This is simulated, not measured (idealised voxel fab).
The document below concerns the process module designated voxel wiring stack.
This is section cut - it's 145 nm across, gridded in 5 nm square cells.
In what follows, cross-sections appear as grids of square cells, described through bands that run from the top down, where every band is one or more rows of cells. It is stipulated that each band's entry specify, in nanometres, the height of the top of the band and then that of its bottom, followed by the materials of the band in left-to-right sequence, each together with its width in nanometres. A single material marked by the word "full width" is understood to fill the band from edge to edge; the word "blank" is understood to denote empty space. Ref level 0: as-received wafer is one material below here. Bottom band extends down with no lower bound ("0..down"). Read "30 to 40" as a graded width: first number on top, second number at the bottom, same change between each pair of neighbouring rows. For the purposes of this document, the phrase "no change occurred" attached to a step denotes that no cell within the cross-section was modified by that step. For the entry "Enclosed internal cavities", the listed items are empty spaces with no open way to the top whose size is 8 cells or more; each item follows the pattern width x height at distance, where distance is from the left edge and all three are in nm. On a step's line, text after the settings is the simulator commenting on that step. What "overlay nm" on a step's line means: if the step has a mask, that mask lay this far to the right of its planned place, or, when the value is negative, to the left.
Process steps foreseen in the plan:
| 1 | RECEIVE: material Si |
| 2 | CONFORMAL_DEP: material SiO2, thk nm 15 |
| 3 | DIRECTIONAL_DEP: material TiN, thk nm 5 |
| 4 | DIRECTIONAL_DEP: material W, thk nm 15 |
| 5 | MASKED_ETCH: tone cover, mask id METAL_1, width nm 20, pitch nm 45, etch materials W, depth nm 15, overlay nm 0 |
| 6 | MASKED_ETCH: tone cover, mask id METAL_1, width nm 20, pitch nm 45, etch materials TiN, depth nm 5, overlay nm 0 |
| 7 | FILL_DEP: material lowk, thk nm 5 |
| 8 | CMP: height nm 35 |
| 9 | CONFORMAL_DEP: material SiCN, thk nm 5 |
| 10 | DIRECTIONAL_DEP: material lowk, thk nm 15 |
| 11 | DIRECTIONAL_DEP: material aC, thk nm 15 |
| 12 | PATTERN: tone open, mask id PLUG_1, material resist, width nm 15, thk nm 30, overlay nm 0 |
| 13 | DIRECTIONAL_ETCH: etch materials aC, depth nm 15 |
| 14 | STRIP: etch materials resist |
| 15 | DIRECTIONAL_ETCH: etch materials lowk, depth nm 15 |
| 16 | DIRECTIONAL_ETCH: etch materials SiCN, depth nm 5 |
| 17 | STRIP: etch materials aC |
| 18 | CONFORMAL_DEP: material TiN, thk nm 5 |
| 19 | FILL_DEP: material Ru, thk nm 5 |
| 20 | CMP: height nm 55 |
| 21 | CONFORMAL_DEP: material SiN, thk nm 5 |
| 22 | DIRECTIONAL_DEP: material SiO2, thk nm 15 |
| 23 | PATTERN: tone open, mask id METAL_2, material resist, width nm 20, pitch nm 45, thk nm 20, overlay nm 0 |
| 24 | DIRECTIONAL_ETCH: etch materials SiO2, depth nm 15 |
| 25 | DIRECTIONAL_ETCH: etch materials SiN, depth nm 5 |
| 26 | STRIP: etch materials resist |
| 27 | CONFORMAL_DEP: material TiN, thk nm 5 |
| 28 | FILL_DEP: material Ru, thk nm 10 |
| 29 | CMP: height nm 75 |
| 30 | CONFORMAL_DEP: material SiN, thk nm 5 |
Of two wafers, the first: run according to plan:
Here's what the wafer looked like in cross-section when it arrived - that's after step 1:
    0..down  Si full width
    Enclosed internal cavities: none
Cross-sectional representation of the wafer at the conclusion of step 2:
    15..0  SiO2 full width
    Below a height of 0, the structure has not been altered.
Cross-sectional representation of the wafer at the conclusion of step 3:
    20..15  TiN full width
    Below a height of 15, the structure has not been altered.
Cross-sectional representation of the wafer at the conclusion of step 4:
    35..20  W full width
    Below a height of 20, the structure has not been altered.
Cross-sectional representation of the wafer at the conclusion of step 5:
    35..20  40 of blank | 20 of W | 25 of blank | 20 of W | 40 of blank
    Below a height of 20, the structure has not been altered.
Cross-sectional representation of the wafer at the conclusion of step 6:
    35..20  40 of blank | 20 of W | 25 of blank | 20 of W | 40 of blank
    20..15  40 of blank | 20 of TiN | 25 of blank | 20 of TiN | 40 of blank
    Below a height of 15, the structure has not been altered.
Cross-sectional representation of the wafer at the conclusion of step 7:
    40..35  lowk full width
    35..20  40 of lowk | 20 of W | 25 of lowk | 20 of W | 40 of lowk
    20..15  40 of lowk | 20 of TiN | 25 of lowk | 20 of TiN | 40 of lowk
    Below a height of 15, the structure has not been altered.
Cross-sectional representation of the wafer at the conclusion of step 8:
    35..20  40 of lowk | 20 of W | 25 of lowk | 20 of W | 40 of lowk
    Below a height of 20, the structure has not been altered.
Cross-sectional representation of the wafer at the conclusion of step 9:
    40..35  SiCN full width
    Below a height of 35, the structure has not been altered.
Cross-sectional representation of the wafer at the conclusion of step 10:
    55..40  lowk full width
    Below a height of 40, the structure has not been altered.
Cross-sectional representation of the wafer at the conclusion of step 11:
    70..55  aC full width
    Below a height of 55, the structure has not been altered.
Cross-sectional representation of the wafer at the conclusion of step 12:
    100..70  40 of resist | 15 of blank | 90 of resist
    Below a height of 70, the structure has not been altered.
Cross-sectional representation of the wafer at the conclusion of step 13:
    85..70  40 of resist | 15 of blank | 90 of resist
    70..55  40 of aC | 15 of blank | 90 of aC
    Below a height of 55, the structure has not been altered.
Cross-sectional representation of the wafer at the conclusion of step 14:
    70..55  40 of aC | 15 of blank | 90 of aC
    Below a height of 55, the structure has not been altered.
Cross-sectional representation of the wafer at the conclusion of step 15:
    70..55  40 of aC | 15 of blank | 90 of aC
    55..40  40 of lowk | 15 of blank | 90 of lowk
    Below a height of 40, the structure has not been altered.
Cross-sectional representation of the wafer at the conclusion of step 16:
    70..55  40 of aC | 15 of blank | 90 of aC
    55..40  40 of lowk | 15 of blank | 90 of lowk
    40..35  40 of SiCN | 15 of blank | 90 of SiCN
    Below a height of 35, the structure has not been altered.
Cross-sectional representation of the wafer at the conclusion of step 17:
    55..40  40 of lowk | 15 of blank | 90 of lowk
    Below a height of 40, the structure has not been altered.
Cross-sectional representation of the wafer at the conclusion of step 18:
    60..55  45 of TiN | 5 of blank | 95 of TiN
    55..40  40 of lowk | 5 of TiN | 5 of blank | 5 of TiN | 90 of lowk
    40..35  40 of SiCN | 15 of TiN | 90 of SiCN
    Below a height of 35, the structure has not been altered.
Cross-sectional representation of the wafer at the conclusion of step 19:
    65..60  Ru full width
    60..55  45 of TiN | 5 of Ru | 95 of TiN
    55..40  40 of lowk | 5 of TiN | 5 of Ru | 5 of TiN | 90 of lowk
    Below a height of 40, the structure has not been altered.
Cross-sectional representation of the wafer at the conclusion of step 20:
    55..40  40 of lowk | 5 of TiN | 5 of Ru | 5 of TiN | 90 of lowk
    Below a height of 40, the structure has not been altered.
Cross-sectional representation of the wafer at the conclusion of step 21:
    60..55  SiN full width
    Below a height of 55, the structure has not been altered.
Cross-sectional representation of the wafer at the conclusion of step 22:
    75..60  SiO2 full width
    Below a height of 60, the structure has not been altered.
Cross-sectional representation of the wafer at the conclusion of step 23:
    95..75  40 of resist | 20 of blank | 25 of resist | 20 of blank | 40 of resist
    Below a height of 75, the structure has not been altered.
Cross-sectional representation of the wafer at the conclusion of step 24:
    95..75  40 of resist | 20 of blank | 25 of resist | 20 of blank | 40 of resist
    75..60  40 of SiO2 | 20 of blank | 25 of SiO2 | 20 of blank | 40 of SiO2
    Below a height of 60, the structure has not been altered.
Cross-sectional representation of the wafer at the conclusion of step 25:
    95..75  40 of resist | 20 of blank | 25 of resist | 20 of blank | 40 of resist
    75..60  40 of SiO2 | 20 of blank | 25 of SiO2 | 20 of blank | 40 of SiO2
    60..55  40 of SiN | 20 of blank | 25 of SiN | 20 of blank | 40 of SiN
    Below a height of 55, the structure has not been altered.
Cross-sectional representation of the wafer at the conclusion of step 26:
    75..60  40 of SiO2 | 20 of blank | 25 of SiO2 | 20 of blank | 40 of SiO2
    Below a height of 60, the structure has not been altered.
Cross-sectional representation of the wafer at the conclusion of step 27:
    80..75  45 of TiN | 10 of blank | 35 of TiN | 10 of blank | 45 of TiN
    75..60  40 of SiO2 | 5 of TiN | 10 of blank | 5 of TiN | 25 of SiO2 | 5 of TiN | 10 of blank | 5 of TiN | 40 of SiO2
    60..55  40 of SiN | 20 of TiN | 25 of SiN | 20 of TiN | 40 of SiN
    Below a height of 55, the structure has not been altered.
Cross-sectional representation of the wafer at the conclusion of step 28:
    90..80  Ru full width
    80..75  45 of TiN | 10 of Ru | 35 of TiN | 10 of Ru | 45 of TiN
    75..60  40 of SiO2 | 5 of TiN | 10 of Ru | 5 of TiN | 25 of SiO2 | 5 of TiN | 10 of Ru | 5 of TiN | 40 of SiO2
    Below a height of 60, the structure has not been altered.
Cross-sectional representation of the wafer at the conclusion of step 29:
    75..60  40 of SiO2 | 5 of TiN | 10 of Ru | 5 of TiN | 25 of SiO2 | 5 of TiN | 10 of Ru | 5 of TiN | 40 of SiO2
    Below a height of 60, the structure has not been altered.
Cross-sectional representation of the wafer at the conclusion of step 30:
    80..75  SiN full width
    Below a height of 75, the structure has not been altered.
Wafer two of two - same starting point, same process plan, one mistake in execution; matches wafer one up to and including step 19:
Cross-section, second wafer, at the end time the plan gives for step 20:
    50..40  40 of lowk | 5 of TiN | 5 of Ru | 5 of TiN | 90 of lowk
    Below a height of 40, the structure has not been altered.
Cross-section, second wafer, at the end time the plan gives for step 21:
    55..50  SiN full width
    Below a height of 50, the structure has not been altered.
Cross-section, second wafer, at the end time the plan gives for step 22:
    70..55  SiO2 full width
    Below a height of 55, the structure has not been altered.
Cross-section, second wafer, at the end time the plan gives for step 23:
    90..70  40 of resist | 20 of blank | 25 of resist | 20 of blank | 40 of resist
    Below a height of 70, the structure has not been altered.
Cross-section, second wafer, at the end time the plan gives for step 24:
    90..70  40 of resist | 20 of blank | 25 of resist | 20 of blank | 40 of resist
    70..55  40 of SiO2 | 20 of blank | 25 of SiO2 | 20 of blank | 40 of SiO2
    Below a height of 55, the structure has not been altered.
Cross-section, second wafer, at the end time the plan gives for step 25:
    90..70  40 of resist | 20 of blank | 25 of resist | 20 of blank | 40 of resist
    70..55  40 of SiO2 | 20 of blank | 25 of SiO2 | 20 of blank | 40 of SiO2
    55..50  40 of SiN | 20 of blank | 25 of SiN | 20 of blank | 40 of SiN
    Below a height of 50, the structure has not been altered.
Cross-section, second wafer, at the end time the plan gives for step 26:
    70..55  40 of SiO2 | 20 of blank | 25 of SiO2 | 20 of blank | 40 of SiO2
    Below a height of 55, the structure has not been altered.
Cross-section, second wafer, at the end time the plan gives for step 27:
    75..70  45 of TiN | 10 of blank | 35 of TiN | 10 of blank | 45 of TiN
    70..55  40 of SiO2 | 5 of TiN | 10 of blank | 5 of TiN | 25 of SiO2 | 5 of TiN | 10 of blank | 5 of TiN | 40 of SiO2
    55..50  40 of SiN | 20 of TiN | 25 of SiN | 20 of TiN | 40 of SiN
    Below a height of 50, the structure has not been altered.
Cross-section, second wafer, at the end time the plan gives for step 28:
    85..75  Ru full width
    75..70  45 of TiN | 10 of Ru | 35 of TiN | 10 of Ru | 45 of TiN
    70..55  40 of SiO2 | 5 of TiN | 10 of Ru | 5 of TiN | 25 of SiO2 | 5 of TiN | 10 of Ru | 5 of TiN | 40 of SiO2
    Below a height of 55, the structure has not been altered.
Cross-section, second wafer, at the end time the plan gives for step 29:
    75..70  45 of TiN | 10 of Ru | 35 of TiN | 10 of Ru | 45 of TiN
    Below a height of 70, the structure has not been altered.
Cross-section, second wafer, at the end time the plan gives for step 30:
    80..75  SiN full width
    Below a height of 75, the structure has not been altered.
In executing the process, a mistake was made relative to the plan: heads up, step 20 didn't go per plan, it actually ran as CMP: height nm 50
End of process, cell counts, second wafer against first, materials with more or fewer: Ru: 3 more; TiN: 23 more; lowk: 26 fewer
